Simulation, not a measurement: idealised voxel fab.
Module name: voxel capacitor over wiring (process module)
Cross-sectional view cut (width: 225 nm; square cell size: 5 nm).
Bands, listed from the top down, are how a cross-section gets written in this document; the cross-section itself is a grid of square cells, and a band is one or more rows of them.
For a band, the entry starts with two heights in nm, that of the top and then that of the bottom, and carries on with the band's materials in order from left to right, each alongside its width in nm; the word "edge to edge" beside a single material means it fills the band edge to edge, and "air" means empty space.
Heights are measured from 0, the level below which the as-received wafer is all one material; the lowest band has no bottom and continues downward, written as in "from 0 down".
Per-row width for "30..40": begins at first number (top row of band), ends at second number (bottom row), increment between rows held constant.
"all unchanged" for a step: no cell of the cross-section changed in that step.
Listed in "Listed closed voids": every empty space of 8 or more cells without an open way to the top. Form: width x height at distance, the distance being from the left edge, all in nm.
Step line, after settings: the simulator's comment on this step.
What "overlay nm" on a step's line means: if the step has a mask, that mask lay this far to the right of its planned place, or, when the value is negative, to the left.
Note: before/after cross-section pairs follow, one process step per pair, after-side truncated at the lowest changed band, step and settings given beneath. Different runs of this module on the same starting wafer may supply the pairs; a pair continues the one above only where the "Pre-process" entry says so.

-- Pre-process
    from 0 down | Si edge to edge
    Listed closed voids: none

-- Post-Process View
    from 15 to 0 | SiO2 edge to edge
    Nothing below the height 0 has changed.
    Listed closed voids: none
In between the cross-sections above, the run called for op CONFORMAL_DEP | material SiO2 | thk nm 15

Pre-process: carried over from the after image of the pair right above.

-- Post-Process View
    from 20 to 15 | SiCN edge to edge
    Nothing below the height 15 has changed.
    Listed closed voids: none
In between the cross-sections above, the run called for op CONFORMAL_DEP | material SiCN | thk nm 5

Pre-process: carried over from the after image of the pair right above.

-- Post-Process View
    from 40 to 20 | SiO2 edge to edge
    Nothing below the height 20 has changed.
    Listed closed voids: none
In between the cross-sections above, the run called for op DIRECTIONAL_DEP | material SiO2 | thk nm 20

Pre-process: carried over from the after image of the pair right above.

-- Post-Process View
    from 55 to 40 | resist 50 nm; air 30 nm; resist 65 nm; air 30 nm; resist 50 nm
    Nothing below the height 40 has changed.
    Listed closed voids: none
In between the cross-sections above, the run called for op PATTERN | tone open | mask id METAL_1 | material resist | width nm 30 | pitch nm 95 | thk nm 15 | overlay nm 0

Pre-process: carried over from the after image of the pair right above.

-- Post-Process View
    from 55 to 40 | resist 50 nm; air 30 nm; resist 65 nm; air 30 nm; resist 50 nm
    from 40 to 20 | SiO2 50 nm; air 30 nm; SiO2 65 nm; air 30 nm; SiO2 50 nm
    Nothing below the height 20 has changed.
    Listed closed voids: none
In between the cross-sections above, the run called for op DIRECTIONAL_ETCH | etch materials SiO2 | depth nm 20

Pre-process: carried over from the after image of the pair right above.

-- Post-Process View
    from 55 to 40 | resist 50 nm; air 30 nm; resist 65 nm; air 30 nm; resist 50 nm
    from 40 to 20 | SiO2 50 nm; air 30 nm; SiO2 65 nm; air 30 nm; SiO2 50 nm
    from 20 to 15 | SiCN 50 nm; air 30 nm; SiCN 65 nm; air 30 nm; SiCN 50 nm
    Nothing below the height 15 has changed.
    Listed closed voids: none
In between the cross-sections above, the run called for op DIRECTIONAL_ETCH | etch materials SiCN | depth nm 5

Pre-process: carried over from the after image of the pair right above.

-- Post-Process View
    from 40 to 20 | SiO2 50 nm; air 30 nm; SiO2 65 nm; air 30 nm; SiO2 50 nm
    Nothing below the height 20 has changed.
    Listed closed voids: none
In between the cross-sections above, the run called for op STRIP | etch materials resist

Pre-process: carried over from the after image of the pair right above.

-- Post-Process View
    from 45 to 40 | TiN 55 nm; air 20 nm; TiN 75 nm; air 20 nm; TiN 55 nm
    from 40 to 20 | SiO2 50 nm; TiN 5 nm; air 20 nm; TiN 5 nm; SiO2 65 nm; TiN 5 nm; air 20 nm; TiN 5 nm; SiO2 50 nm
    from 20 to 15 | SiCN 50 nm; TiN 30 nm; SiCN 65 nm; TiN 30 nm; SiCN 50 nm
    Nothing below the height 15 has changed.
    Listed closed voids: none
In between the cross-sections above, the run called for op CONFORMAL_DEP | material TiN | thk nm 5

Pre-process: carried over from the after image of the pair right above.

-- Post-Process View
    from 55 to 45 | Cu edge to edge
    from 45 to 40 | TiN 55 nm; Cu 20 nm; TiN 75 nm; Cu 20 nm; TiN 55 nm
    from 40 to 20 | SiO2 50 nm; TiN 5 nm; Cu 20 nm; TiN 5 nm; SiO2 65 nm; TiN 5 nm; Cu 20 nm; TiN 5 nm; SiO2 50 nm
    Nothing below the height 20 has changed.
    Listed closed voids: none
In between the cross-sections above, the run called for op FILL_DEP | material Cu | thk nm 10

Pre-process: carried over from the after image of the pair right above.

-- Post-Process View
    from 40 to 20 | SiO2 50 nm; TiN 5 nm; Cu 20 nm; TiN 5 nm; SiO2 65 nm; TiN 5 nm; Cu 20 nm; TiN 5 nm; SiO2 50 nm
    Nothing below the height 20 has changed.
    Listed closed voids: none
In between the cross-sections above, the run called for op CMP | height nm 40

Pre-process: carried over from the after image of the pair right above.

-- Post-Process View
    from 45 to 40 | air 45 nm; Ru 40 nm; air 55 nm; Ru 40 nm; air 45 nm
    Nothing below the height 40 has changed.
    Listed closed voids: none
In between the cross-sections above, the run called for op EPI | material Ru | thk nm 5

Pre-process: carried over from the after image of the pair right above.

-- Post-Process View
    from 50 to 45 | SiCN edge to edge
    from 45 to 40 | SiCN 45 nm; Ru 40 nm; SiCN 55 nm; Ru 40 nm; SiCN 45 nm
    Nothing below the height 40 has changed.
    Listed closed voids: none
In between the cross-sections above, the run called for op FILL_DEP | material SiCN | thk nm 5

Pre-process: carried over from the after image of the pair right above.

-- Post-Process View
    from 65 to 50 | lowk edge to edge
    Nothing below the height 50 has changed.
    Listed closed voids: none
In between the cross-sections above, the run called for op DIRECTIONAL_DEP | material lowk | thk nm 15

Pre-process: carried over from the after image of the pair right above.

-- Post-Process View
    from 65 to 50 | lowk 65 nm; air 15 nm; lowk 145 nm
    Nothing below the height 50 has changed.
    Listed closed voids: none
In between the cross-sections above, the run called for op MASKED_ETCH | tone open | mask id PLUG_1 | width nm 15 | etch materials lowk | depth nm 15 | overlay nm 0

Pre-process: carried over from the after image of the pair right above.

-- Post-Process View
    from 65 to 50 | lowk 65 nm; air 15 nm; lowk 145 nm
    from 50 to 45 | SiCN 65 nm; air 15 nm; SiCN 145 nm
    Nothing below the height 45 has changed.
    Listed closed voids: none
In between the cross-sections above, the run called for op MASKED_ETCH | tone open | mask id PLUG_1 | width nm 15 | etch materials SiCN | depth nm 5 | overlay nm 0

Pre-process: carried over from the after image of the pair right above.

-- Post-Process View
    from 70 to 65 | TiN 70 nm; air 5 nm; TiN 150 nm
    from 65 to 50 | lowk 65 nm; TiN 5 nm; air 5 nm; TiN 5 nm; lowk 145 nm
    from 50 to 45 | SiCN 65 nm; TiN 15 nm; SiCN 145 nm
    Nothing below the height 45 has changed.
    Listed closed voids: none
In between the cross-sections above, the run called for op CONFORMAL_DEP | material TiN | thk nm 5

Pre-process: carried over from the after image of the pair right above.

-- Post-Process View
    from 80 to 70 | Ru edge to edge
    from 70 to 65 | TiN 70 nm; Ru 5 nm; TiN 150 nm
    from 65 to 50 | lowk 65 nm; TiN 5 nm; Ru 5 nm; TiN 5 nm; lowk 145 nm
    Nothing below the height 50 has changed.
    Listed closed voids: none
In between the cross-sections above, the run called for op FILL_DEP | material Ru | thk nm 10

Pre-process: carried over from the after image of the pair right above.

-- Post-Process View
    from 65 to 50 | lowk 65 nm; TiN 5 nm; Ru 5 nm; TiN 5 nm; lowk 145 nm
    Nothing below the height 50 has changed.
    Listed closed voids: none
In between the cross-sections above, the run called for op CMP | height nm 65

Pre-process: carried over from the after image of the pair right above.

-- Post-Process View
    from 70 to 65 | TiN edge to edge
    Nothing below the height 65 has changed.
    Listed closed voids: none
In between the cross-sections above, the run called for op DIRECTIONAL_DEP | material TiN | thk nm 5

Pre-process: carried over from the after image of the pair right above.

-- Post-Process View
    from 75 to 70 | SiN edge to edge
    Nothing below the height 70 has changed.
    Listed closed voids: none
In between the cross-sections above, the run called for op DIRECTIONAL_DEP | material SiN | thk nm 5

Pre-process: carried over from the after image of the pair right above.

-- Post-Process View
    from 85 to 75 | TiN edge to edge
    Nothing below the height 75 has changed.
    Listed closed voids: none
In between the cross-sections above, the run called for op DIRECTIONAL_DEP | material TiN | thk nm 10

Pre-process: carried over from the after image of the pair right above.

-- Post-Process View
    from 100 to 85 | air 65 nm; resist 70 nm; air 90 nm
    Nothing below the height 85 has changed.
    Listed closed voids: none
In between the cross-sections above, the run called for op PATTERN | tone cover | mask id UPPER_PLATE | material resist | width nm 70 | thk nm 15 | overlay nm 0

Pre-process: carried over from the after image of the pair right above.

-- Post-Process View
    from 100 to 85 | air 65 nm; resist 70 nm; air 90 nm
    from 85 to 75 | air 65 nm; TiN 70 nm; air 90 nm
    Nothing below the height 75 has changed.
    Listed closed voids: none
In between the cross-sections above, the run called for op DIRECTIONAL_ETCH | etch materials TiN | depth nm 10

Pre-process: carried over from the after image of the pair right above.

-- Post-Process View
    from 100 to 85 | air 65 nm; resist 70 nm; air 90 nm
    from 85 to 75 | air 65 nm; TiN 70 nm; air 90 nm
    from 75 to 70 | air 65 nm; SiN 70 nm; air 90 nm
    Nothing below the height 70 has changed.
    Listed closed voids: none
In between the cross-sections above, the run called for op DIRECTIONAL_ETCH | etch materials SiN | depth nm 5

Pre-process: carried over from the after image of the pair right above.

-- Post-Process View
    from 85 to 75 | air 65 nm; TiN 70 nm; air 90 nm
    Nothing below the height 75 has changed.
    Listed closed voids: none
In between the cross-sections above, the run called for op STRIP | etch materials resist

Pre-process: carried over from the after image of the pair right above.

-- Post-Process View
    from 105 to 85 | air 60 nm; resist 80 nm; air 85 nm
    from 85 to 75 | air 60 nm; resist 5 nm; TiN 70 nm; resist 5 nm; air 85 nm
    from 75 to 70 | air 60 nm; resist 5 nm; SiN 70 nm; resist 5 nm; air 85 nm
    Nothing below the height 70 has changed.
    Listed closed voids: none
In between the cross-sections above, the run called for op PATTERN | tone cover | mask id LOWER_PLATE | material resist | width nm 80 | thk nm 20 | overlay nm 0

Pre-process: carried over from the after image of the pair right above.

-- Post-Process View
    from 105 to 85 | air 60 nm; resist 80 nm; air 85 nm
    from 85 to 75 | air 60 nm; resist 5 nm; TiN 70 nm; resist 5 nm; air 85 nm
    from 75 to 70 | air 60 nm; resist 5 nm; SiN 70 nm; resist 5 nm; air 85 nm
    from 70 to 65 | air 60 nm; TiN 80 nm; air 85 nm
    Nothing below the height 65 has changed.
    Listed closed voids: none
In between the cross-sections above, the run called for op DIRECTIONAL_ETCH | etch materials TiN | depth nm 5

Pre-process: carried over from the after image of the pair right above.

-- Post-Process View
    from 85 to 75 | air 65 nm; TiN 70 nm; air 90 nm
    from 75 to 70 | air 65 nm; SiN 70 nm; air 90 nm
    Nothing below the height 70 has changed.
    Listed closed voids: none
In between the cross-sections above, the run called for op STRIP | etch materials resist

Pre-process: carried over from the after image of the pair right above.

-- Post-Process View
    from 105 to 85 | SiO2 edge to edge
    from 85 to 75 | SiO2 65 nm; TiN 70 nm; SiO2 90 nm
    from 75 to 70 | SiO2 65 nm; SiN 70 nm; SiO2 90 nm
    from 70 to 65 | SiO2 60 nm; TiN 80 nm; SiO2 85 nm
    Nothing below the height 65 has changed.
    Listed closed voids: none
In between the cross-sections above, the run called for op FILL_DEP | material SiO2 | thk nm 20

Pre-process: carried over from the after image of the pair right above.

-- Post-Process View
    from 100 to 85 | SiO2 edge to edge
    Nothing below the height 85 has changed.
    Listed closed voids: none
In between the cross-sections above, the run called for op CMP | height nm 100

Pre-process: carried over from the after image of the pair right above.

-- Post-Process View
    from 110 to 100 | aC edge to edge
    Nothing below the height 100 has changed.
    Listed closed voids: none
In between the cross-sections above, the run called for op DIRECTIONAL_DEP | material aC | thk nm 10

Pre-process: carried over from the after image of the pair right above.

-- Post-Process View
    from 140 to 110 | resist 75 nm; air 15 nm; resist 135 nm
    Nothing below the height 110 has changed.
    Listed closed voids: none
In between the cross-sections above, the run called for op PATTERN | tone open | mask id PLUG_2 | material resist | width nm 15 | thk nm 30 | overlay nm 0

Pre-process: carried over from the after image of the pair right above.

-- Post-Process View
    from 130 to 110 | resist 75 nm; air 15 nm; resist 135 nm
    from 110 to 100 | aC 75 nm; air 15 nm; aC 135 nm
    Nothing below the height 100 has changed.
    Listed closed voids: none
In between the cross-sections above, the run called for op DIRECTIONAL_ETCH | etch materials aC | depth nm 10

Pre-process: carried over from the after image of the pair right above.

-- Post-Process View
    from 110 to 100 | aC 75 nm; air 15 nm; aC 135 nm
    Nothing below the height 100 has changed.
    Listed closed voids: none
In between the cross-sections above, the run called for op STRIP | etch materials resist

Pre-process: carried over from the after image of the pair right above.

-- Post-Process View
    from 110 to 100 | aC 75 nm; air 15 nm; aC 135 nm
    from 100 to 85 | SiO2 75 nm; air 15 nm; SiO2 135 nm
    Nothing below the height 85 has changed.
    Listed closed voids: none
In between the cross-sections above, the run called for op DIRECTIONAL_ETCH | etch materials SiO2 | depth nm 15

Pre-process: carried over from the after image of the pair right above.

-- Post-Process View
    from 100 to 85 | SiO2 75 nm; air 15 nm; SiO2 135 nm
    Nothing below the height 85 has changed.
    Listed closed voids: none
In between the cross-sections above, the run called for op STRIP | etch materials aC

Pre-process: carried over from the after image of the pair right above.

-- Post-Process View
    from 105 to 100 | TiN 80 nm; air 5 nm; TiN 140 nm
    from 100 to 90 | SiO2 75 nm; TiN 5 nm; air 5 nm; TiN 5 nm; SiO2 135 nm
    from 90 to 85 | SiO2 75 nm; TiN 15 nm; SiO2 135 nm
    Nothing below the height 85 has changed.
    Listed closed voids: none
In between the cross-sections above, the run called for op CONFORMAL_DEP | material TiN | thk nm 5

Pre-process: carried over from the after image of the pair right above.

-- Post-Process View
    from 110 to 105 | W edge to edge
    from 105 to 100 | TiN 80 nm; W 5 nm; TiN 140 nm
    from 100 to 90 | SiO2 75 nm; TiN 5 nm; W 5 nm; TiN 5 nm; SiO2 135 nm
    Nothing below the height 90 has changed.
    Listed closed voids: none
In between the cross-sections above, the run called for op FILL_DEP | material W | thk nm 5

Pre-process: carried over from the after image of the pair right above.

-- Post-Process View
    from 100 to 90 | SiO2 75 nm; TiN 5 nm; W 5 nm; TiN 5 nm; SiO2 135 nm
    Nothing below the height 90 has changed.
    Listed closed voids: none
In between the cross-sections above, the run called for op CMP | height nm 100

Pre-process: carried over from the after image of the pair right above.

-- Post-Process View
    from 105 to 100 | SiCN edge to edge
    Nothing below the height 100 has changed.
    Listed closed voids: none
In between the cross-sections above, the run called for op CONFORMAL_DEP | material SiCN | thk nm 5

-- Pre-process
    from 50 to 45 | SiCN edge to edge
    from 45 to 40 | SiCN 45 nm; Ru 40 nm; SiCN 55 nm; Ru 40 nm; SiCN 45 nm
    from 40 to 20 | SiO2 50 nm; TiN 5 nm; Cu 20 nm; TiN 5 nm; SiO2 65 nm; TiN 5 nm; Cu 20 nm; TiN 5 nm; SiO2 50 nm
    from 20 to 15 | SiCN 50 nm; TiN 30 nm; SiCN 65 nm; TiN 30 nm; SiCN 50 nm
    from 15 to 0 | SiO2 edge to edge
    from 0 down | Si edge to edge
    Listed closed voids: none

-- Post-Process View
    from 50 to 45 | SiCN 65 nm; air 15 nm; SiCN 145 nm
    Nothing below the height 45 has changed.
    Listed closed voids: none
In between the cross-sections above, the run called for op MASKED_ETCH | tone open | mask id PLUG_1 | width nm 15 | etch materials SiCN | depth nm 5 | overlay nm 0

Pre-process: carried over from the after image of the pair right above.

-- Post-Process View
    from 55 to 50 | TiN 70 nm; air 5 nm; TiN 150 nm
    from 50 to 45 | SiCN 65 nm; TiN 15 nm; SiCN 145 nm
    Nothing below the height 45 has changed.
    Listed closed voids: none
In between the cross-sections above, the run called for op CONFORMAL_DEP | material TiN | thk nm 5

Pre-process: carried over from the after image of the pair right above.

-- Post-Process View
    from 65 to 55 | Ru edge to edge
    from 55 to 50 | TiN 70 nm; Ru 5 nm; TiN 150 nm
    Nothing below the height 50 has changed.
    Listed closed voids: none
In between the cross-sections above, the run called for op FILL_DEP | material Ru | thk nm 10

Pre-process: carried over from the after image of the pair right above.

-- Post-Process View
    from 70 to 65 | TiN edge to edge
    Nothing below the height 65 has changed.
    Listed closed voids: none
In between the cross-sections above, the run called for op DIRECTIONAL_DEP | material TiN | thk nm 5

Pre-process: carried over from the after image of the pair right above.

-- Post-Process View
    from 75 to 70 | SiN edge to edge
    Nothing below the height 70 has changed.
    Listed closed voids: none
In between the cross-sections above, the run called for op DIRECTIONAL_DEP | material SiN | thk nm 5

Pre-process: carried over from the after image of the pair right above.

-- Post-Process View
    from 85 to 75 | TiN edge to edge
    Nothing below the height 75 has changed.
    Listed closed voids: none
In between the cross-sections above, the run called for op DIRECTIONAL_DEP | material TiN | thk nm 10

Pre-process: carried over from the after image of the pair right above.

-- Post-Process View
    from 100 to 85 | air 65 nm; resist 70 nm; air 90 nm
    Nothing below the height 85 has changed.
    Listed closed voids: none
In between the cross-sections above, the run called for op PATTERN | tone cover | mask id UPPER_PLATE | material resist | width nm 70 | thk nm 15 | overlay nm 0

Pre-process: carried over from the after image of the pair right above.

-- Post-Process View
    from 100 to 85 | air 65 nm; resist 70 nm; air 90 nm
    from 85 to 75 | air 65 nm; TiN 70 nm; air 90 nm
    Nothing below the height 75 has changed.
    Listed closed voids: none
In between the cross-sections above, the run called for op DIRECTIONAL_ETCH | etch materials TiN | depth nm 10

Pre-process: carried over from the after image of the pair right above.

-- Post-Process View
    from 100 to 85 | air 65 nm; resist 70 nm; air 90 nm
    from 85 to 75 | air 65 nm; TiN 70 nm; air 90 nm
    from 75 to 70 | air 65 nm; SiN 70 nm; air 90 nm
    Nothing below the height 70 has changed.
    Listed closed voids: none
In between the cross-sections above, the run called for op DIRECTIONAL_ETCH | etch materials SiN | depth nm 5

Pre-process: carried over from the after image of the pair right above.

-- Post-Process View
    from 85 to 75 | air 65 nm; TiN 70 nm; air 90 nm
    Nothing below the height 75 has changed.
    Listed closed voids: none
In between the cross-sections above, the run called for op STRIP | etch materials resist

Pre-process: carried over from the after image of the pair right above.

-- Post-Process View
    from 105 to 85 | air 60 nm; resist 80 nm; air 85 nm
    from 85 to 75 | air 60 nm; resist 5 nm; TiN 70 nm; resist 5 nm; air 85 nm
    from 75 to 70 | air 60 nm; resist 5 nm; SiN 70 nm; resist 5 nm; air 85 nm
    Nothing below the height 70 has changed.
    Listed closed voids: none
In between the cross-sections above, the run called for op PATTERN | tone cover | mask id LOWER_PLATE | material resist | width nm 80 | thk nm 20 | overlay nm 0

Pre-process: carried over from the after image of the pair right above.

-- Post-Process View
    from 105 to 85 | air 60 nm; resist 80 nm; air 85 nm
    from 85 to 75 | air 60 nm; resist 5 nm; TiN 70 nm; resist 5 nm; air 85 nm
    from 75 to 70 | air 60 nm; resist 5 nm; SiN 70 nm; resist 5 nm; air 85 nm
    from 70 to 65 | air 60 nm; TiN 80 nm; air 85 nm
    Nothing below the height 65 has changed.
    Listed closed voids: none
In between the cross-sections above, the run called for op DIRECTIONAL_ETCH | etch materials TiN | depth nm 5

Pre-process: carried over from the after image of the pair right above.

-- Post-Process View
    from 85 to 75 | air 65 nm; TiN 70 nm; air 90 nm
    from 75 to 70 | air 65 nm; SiN 70 nm; air 90 nm
    Nothing below the height 70 has changed.
    Listed closed voids: none
In between the cross-sections above, the run called for op STRIP | etch materials resist

Pre-process: carried over from the after image of the pair right above.

-- Post-Process View
    from 105 to 85 | SiO2 edge to edge
    from 85 to 75 | SiO2 65 nm; TiN 70 nm; SiO2 90 nm
    from 75 to 70 | SiO2 65 nm; SiN 70 nm; SiO2 90 nm
    from 70 to 65 | SiO2 60 nm; TiN 80 nm; SiO2 85 nm
    Nothing below the height 65 has changed.
    Listed closed voids: none
In between the cross-sections above, the run called for op FILL_DEP | material SiO2 | thk nm 20

Pre-process: carried over from the after image of the pair right above.

-- Post-Process View
    from 100 to 85 | SiO2 edge to edge
    Nothing below the height 85 has changed.
    Listed closed voids: none
In between the cross-sections above, the run called for op CMP | height nm 100

Pre-process: carried over from the after image of the pair right above.

-- Post-Process View
    from 110 to 100 | aC edge to edge
    Nothing below the height 100 has changed.
    Listed closed voids: none
In between the cross-sections above, the run called for op DIRECTIONAL_DEP | material aC | thk nm 10

Pre-process: carried over from the after image of the pair right above.

-- Post-Process View
    from 140 to 110 | resist 75 nm; air 15 nm; resist 135 nm
    Nothing below the height 110 has changed.
    Listed closed voids: none
In between the cross-sections above, the run called for op PATTERN | tone open | mask id PLUG_2 | material resist | width nm 15 | thk nm 30 | overlay nm 0

Pre-process: carried over from the after image of the pair right above.

-- Post-Process View
    from 130 to 110 | resist 75 nm; air 15 nm; resist 135 nm
    from 110 to 100 | aC 75 nm; air 15 nm; aC 135 nm
    Nothing below the height 100 has changed.
    Listed closed voids: none
In between the cross-sections above, the run called for op DIRECTIONAL_ETCH | etch materials aC | depth nm 10

Pre-process: carried over from the after image of the pair right above.

-- Post-Process View
    from 110 to 100 | aC 75 nm; air 15 nm; aC 135 nm
    Nothing below the height 100 has changed.
    Listed closed voids: none
In between the cross-sections above, the run called for op STRIP | etch materials resist

Pre-process: carried over from the after image of the pair right above.

-- Post-Process View
    from 110 to 100 | aC 75 nm; air 15 nm; aC 135 nm
    from 100 to 85 | SiO2 75 nm; air 15 nm; SiO2 135 nm
    Nothing below the height 85 has changed.
    Listed closed voids: none
In between the cross-sections above, the run called for op DIRECTIONAL_ETCH | etch materials SiO2 | depth nm 15

Pre-process: carried over from the after image of the pair right above.

-- Post-Process View
    from 100 to 85 | SiO2 75 nm; air 15 nm; SiO2 135 nm
    Nothing below the height 85 has changed.
    Listed closed voids: none
In between the cross-sections above, the run called for op STRIP | etch materials aC

Pre-process: carried over from the after image of the pair right above.

-- Post-Process View
    from 105 to 100 | TiN 80 nm; air 5 nm; TiN 140 nm
    from 100 to 90 | SiO2 75 nm; TiN 5 nm; air 5 nm; TiN 5 nm; SiO2 135 nm
    from 90 to 85 | SiO2 75 nm; TiN 15 nm; SiO2 135 nm
    Nothing below the height 85 has changed.
    Listed closed voids: none
In between the cross-sections above, the run called for op CONFORMAL_DEP | material TiN | thk nm 5

Pre-process: carried over from the after image of the pair right above.

-- Post-Process View
    from 110 to 105 | W edge to edge
    from 105 to 100 | TiN 80 nm; W 5 nm; TiN 140 nm
    from 100 to 90 | SiO2 75 nm; TiN 5 nm; W 5 nm; TiN 5 nm; SiO2 135 nm
    Nothing below the height 90 has changed.
    Listed closed voids: none
In between the cross-sections above, the run called for op FILL_DEP | material W | thk nm 5

Pre-process: carried over from the after image of the pair right above.

-- Post-Process View
    from 100 to 90 | SiO2 75 nm; TiN 5 nm; W 5 nm; TiN 5 nm; SiO2 135 nm
    Nothing below the height 90 has changed.
    Listed closed voids: none
In between the cross-sections above, the run called for op CMP | height nm 100

Pre-process: carried over from the after image of the pair right above.

-- Post-Process View
    from 105 to 100 | SiCN edge to edge
    Nothing below the height 100 has changed.
    Listed closed voids: none
In between the cross-sections above, the run called for op CONFORMAL_DEP | material SiCN | thk nm 5

-- Pre-process
    from 15 to 0 | SiO2 edge to edge
    from 0 down | Si edge to edge
    Listed closed voids: none

-- Post-Process View
    from 30 to 0 | SiO2 edge to edge
    Nothing below the height 0 has changed.
    Listed closed voids: none
In between the cross-sections above, the run called for op CONFORMAL_DEP | material SiO2 | thk nm 15

Pre-process: carried over from the after image of the pair right above.

-- Post-Process View
    from 35 to 30 | SiCN edge to edge
    Nothing below the height 30 has changed.
    Listed closed voids: none
In between the cross-sections above, the run called for op CONFORMAL_DEP | material SiCN | thk nm 5

Pre-process: carried over from the after image of the pair right above.

-- Post-Process View
    from 55 to 35 | SiO2 edge to edge
    Nothing below the height 35 has changed.
    Listed closed voids: none
In between the cross-sections above, the run called for op DIRECTIONAL_DEP | material SiO2 | thk nm 20

Pre-process: carried over from the after image of the pair right above.

-- Post-Process View
    from 70 to 55 | resist 50 nm; air 30 nm; resist 65 nm; air 30 nm; resist 50 nm
    Nothing below the height 55 has changed.
    Listed closed voids: none
In between the cross-sections above, the run called for op PATTERN | tone open | mask id METAL_1 | material resist | width nm 30 | pitch nm 95 | thk nm 15 | overlay nm 0

Pre-process: carried over from the after image of the pair right above.

-- Post-Process View
    from 70 to 55 | resist 50 nm; air 30 nm; resist 65 nm; air 30 nm; resist 50 nm
    from 55 to 35 | SiO2 50 nm; air 30 nm; SiO2 65 nm; air 30 nm; SiO2 50 nm
    Nothing below the height 35 has changed.
    Listed closed voids: none
In between the cross-sections above, the run called for op DIRECTIONAL_ETCH | etch materials SiO2 | depth nm 20

Pre-process: carried over from the after image of the pair right above.

-- Post-Process View
    from 70 to 55 | resist 50 nm; air 30 nm; resist 65 nm; air 30 nm; resist 50 nm
    from 55 to 35 | SiO2 50 nm; air 30 nm; SiO2 65 nm; air 30 nm; SiO2 50 nm
    from 35 to 30 | SiCN 50 nm; air 30 nm; SiCN 65 nm; air 30 nm; SiCN 50 nm
    Nothing below the height 30 has changed.
    Listed closed voids: none
In between the cross-sections above, the run called for op DIRECTIONAL_ETCH | etch materials SiCN | depth nm 5

Pre-process: carried over from the after image of the pair right above.

-- Post-Process View
    from 55 to 35 | SiO2 50 nm; air 30 nm; SiO2 65 nm; air 30 nm; SiO2 50 nm
    Nothing below the height 35 has changed.
    Listed closed voids: none
In between the cross-sections above, the run called for op STRIP | etch materials resist

Pre-process: carried over from the after image of the pair right above.

-- Post-Process View
    from 60 to 55 | TiN 55 nm; air 20 nm; TiN 75 nm; air 20 nm; TiN 55 nm
    from 55 to 35 | SiO2 50 nm; TiN 5 nm; air 20 nm; TiN 5 nm; SiO2 65 nm; TiN 5 nm; air 20 nm; TiN 5 nm; SiO2 50 nm
    from 35 to 30 | SiCN 50 nm; TiN 30 nm; SiCN 65 nm; TiN 30 nm; SiCN 50 nm
    Nothing below the height 30 has changed.
    Listed closed voids: none
In between the cross-sections above, the run called for op CONFORMAL_DEP | material TiN | thk nm 5

Pre-process: carried over from the after image of the pair right above.

-- Post-Process View
    from 70 to 60 | Cu edge to edge
    from 60 to 55 | TiN 55 nm; Cu 20 nm; TiN 75 nm; Cu 20 nm; TiN 55 nm
    from 55 to 35 | SiO2 50 nm; TiN 5 nm; Cu 20 nm; TiN 5 nm; SiO2 65 nm; TiN 5 nm; Cu 20 nm; TiN 5 nm; SiO2 50 nm
    Nothing below the height 35 has changed.
    Listed closed voids: none
In between the cross-sections above, the run called for op FILL_DEP | material Cu | thk nm 10

Pre-process: carried over from the after image of the pair right above.

-- Post-Process View
    from 40 to 35 | SiO2 50 nm; TiN 5 nm; Cu 20 nm; TiN 5 nm; SiO2 65 nm; TiN 5 nm; Cu 20 nm; TiN 5 nm; SiO2 50 nm
    Nothing below the height 35 has changed.
    Listed closed voids: none
In between the cross-sections above, the run called for op CMP | height nm 40

Pre-process: carried over from the after image of the pair right above.

-- Post-Process View
    from 45 to 40 | air 45 nm; Ru 40 nm; air 55 nm; Ru 40 nm; air 45 nm
    Nothing below the height 40 has changed.
    Listed closed voids: none
In between the cross-sections above, the run called for op EPI | material Ru | thk nm 5

Pre-process: carried over from the after image of the pair right above.

-- Post-Process View
    from 50 to 45 | SiCN edge to edge
    from 45 to 40 | SiCN 45 nm; Ru 40 nm; SiCN 55 nm; Ru 40 nm; SiCN 45 nm
    Nothing below the height 40 has changed.
    Listed closed voids: none
In between the cross-sections above, the run called for op FILL_DEP | material SiCN | thk nm 5

Pre-process: carried over from the after image of the pair right above.

-- Post-Process View
    from 65 to 50 | lowk edge to edge
    Nothing below the height 50 has changed.
    Listed closed voids: none
In between the cross-sections above, the run called for op DIRECTIONAL_DEP | material lowk | thk nm 15

Pre-process: carried over from the after image of the pair right above.

-- Post-Process View
    from 65 to 50 | lowk 65 nm; air 15 nm; lowk 145 nm
    Nothing below the height 50 has changed.
    Listed closed voids: none
In between the cross-sections above, the run called for op MASKED_ETCH | tone open | mask id PLUG_1 | width nm 15 | etch materials lowk | depth nm 15 | overlay nm 0

Pre-process: carried over from the after image of the pair right above.

-- Post-Process View
    from 65 to 50 | lowk 65 nm; air 15 nm; lowk 145 nm
    from 50 to 45 | SiCN 65 nm; air 15 nm; SiCN 145 nm
    Nothing below the height 45 has changed.
    Listed closed voids: none
In between the cross-sections above, the run called for op MASKED_ETCH | tone open | mask id PLUG_1 | width nm 15 | etch materials SiCN | depth nm 5 | overlay nm 0

Pre-process: carried over from the after image of the pair right above.

-- Post-Process View
    from 70 to 65 | TiN 70 nm; air 5 nm; TiN 150 nm
    from 65 to 50 | lowk 65 nm; TiN 5 nm; air 5 nm; TiN 5 nm; lowk 145 nm
    from 50 to 45 | SiCN 65 nm; TiN 15 nm; SiCN 145 nm
    Nothing below the height 45 has changed.
    Listed closed voids: none
In between the cross-sections above, the run called for op CONFORMAL_DEP | material TiN | thk nm 5

Pre-process: carried over from the after image of the pair right above.

-- Post-Process View
    from 80 to 70 | Ru edge to edge
    from 70 to 65 | TiN 70 nm; Ru 5 nm; TiN 150 nm
    from 65 to 50 | lowk 65 nm; TiN 5 nm; Ru 5 nm; TiN 5 nm; lowk 145 nm
    Nothing below the height 50 has changed.
    Listed closed voids: none
In between the cross-sections above, the run called for op FILL_DEP | material Ru | thk nm 10

Pre-process: carried over from the after image of the pair right above.

-- Post-Process View
    from 65 to 50 | lowk 65 nm; TiN 5 nm; Ru 5 nm; TiN 5 nm; lowk 145 nm
    Nothing below the height 50 has changed.
    Listed closed voids: none
In between the cross-sections above, the run called for op CMP | height nm 65

Pre-process: carried over from the after image of the pair right above.

-- Post-Process View
    from 70 to 65 | TiN edge to edge
    Nothing below the height 65 has changed.
    Listed closed voids: none
In between the cross-sections above, the run called for op DIRECTIONAL_DEP | material TiN | thk nm 5

Pre-process: carried over from the after image of the pair right above.

-- Post-Process View
    from 75 to 70 | SiN edge to edge
    Nothing below the height 70 has changed.
    Listed closed voids: none
In between the cross-sections above, the run called for op DIRECTIONAL_DEP | material SiN | thk nm 5

Pre-process: carried over from the after image of the pair right above.

-- Post-Process View
    from 85 to 75 | TiN edge to edge
    Nothing below the height 75 has changed.
    Listed closed voids: none
In between the cross-sections above, the run called for op DIRECTIONAL_DEP | material TiN | thk nm 10
